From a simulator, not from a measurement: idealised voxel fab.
Documented hereafter: the process module known as voxel quadruple lines.
For reference, the cross-section in this document is cut, with width 200 nm and square cells of 5 nm.
How to read a cross-section here: the picture is a grid of square cells, written as bands going from the top down, and any band can span one or more rows of cells.
Each band's line starts with the height of the band's top and of its bottom, in nm. Then come its materials from left to right, each with its width in nm. One material with "everywhere" fills the band from edge to edge. "blank" is empty space.
Heads up on the height convention: 0 is the point under which the incoming wafer is all one material, and the lowest band has no bottom, it just keeps going down, like "0 nm and below".
The two numbers in a width such as "30->40" mark its ends across the band: the first belongs to the top row of cells, the second to the bottom row, and from each row to the next the width moves by the same amount.
For the purposes of this document, the phrase "nothing different" attached to a step denotes that no cell within the cross-section was modified by that step.
Reported under the label "Fully sealed voids" are the empty spaces having no open way to the top and comprising 8 cells or more; the notation for each is width x height at distance, in which the distance is measured from the left edge and all three values are in nm.
Formally, on a step line, whatever follows the settings is a remark that the simulator itself makes on the step.
"overlay nm" denotes, for a step that has a mask, the displacement of the mask to the right of its planned place, with negative values corresponding to the left.

PROCESS STEPS (PLANNED)
- 1: RECEIVE: material Si
- 2: CONFORMAL_DEP: material Al2O3, thk nm 10
- 3: DIRECTIONAL_DEP: material TiN, thk nm 10
- 4: DIRECTIONAL_DEP: material polySi, thk nm 15
- 5: DIRECTIONAL_DEP: material aC, thk nm 20
- 6: PATTERN: tone cover, mask id MANDREL, material resist, width nm 30, thk nm 30, overlay nm 0
- 7: DIRECTIONAL_ETCH: etch materials aC, depth nm 20
- 8: STRIP: etch materials resist
- 9: CONFORMAL_DEP: material SiO2, thk nm 10
- 10: DIRECTIONAL_ETCH: etch materials SiO2, depth nm 5
- 11: STRIP: etch materials aC
- 12: DIRECTIONAL_ETCH: etch materials polySi, depth nm 15
- 13: STRIP: etch materials SiO2
- 14: CONFORMAL_DEP: material SiCN, thk nm 10
- 15: DIRECTIONAL_ETCH: etch materials SiCN, depth nm 10
- 16: STRIP: etch materials polySi
- 17: DIRECTIONAL_ETCH: etch materials TiN, depth nm 10
- 18: STRIP: etch materials SiCN
Variable across wafers: step 10 depth nm (plan value is that of the first wafer; starting state common to all).

CUT THROUGH THE FIRST OF SEVERAL WAFERS AS RECEIVED, POST STEP 1
	0 nm and below  Si everywhere
	Fully sealed voids: none

AFTER THE MODULE'S FINAL STEP, STEP 18: THE FIRST OF SEVERAL WAFERS IN CROSS-SECTION
	10 nm to 0 nm  Al2O3 everywhere
	0 nm and below  Si everywhere
	Fully sealed voids: none

HERE WE CROSS-SECTIONED THE LAST OF THE WAFERS ONCE THE MODULE WAS DONE
	20 nm to 10 nm  65 nm blank, then 10 nm TiN, then 10 nm blank, then 10 nm TiN, then 10 nm blank, then 10 nm TiN, then 10 nm blank, then 10 nm TiN, then 65 nm blank
	10 nm to 0 nm  Al2O3 everywhere
	0 nm and below  Si everywhere
	Fully sealed voids: none

ROW PER WAFER, END-OF-MODULE: CELL GAIN (+)/LOSS (-) BY MATERIAL SINCE THE WAFER CAME IN, THEN CLOSED VOIDS
depth nm 5 | +80 Al2O3 | Fully sealed voids: none
depth nm 10 | +80 Al2O3 | +16 TiN | Fully sealed voids: none
depth nm 15 | +80 Al2O3 | +16 TiN | Fully sealed voids: none
depth nm 20 | +80 Al2O3 | +16 TiN | Fully sealed voids: none
depth nm 25 | +80 Al2O3 | +16 TiN | Fully sealed voids: none
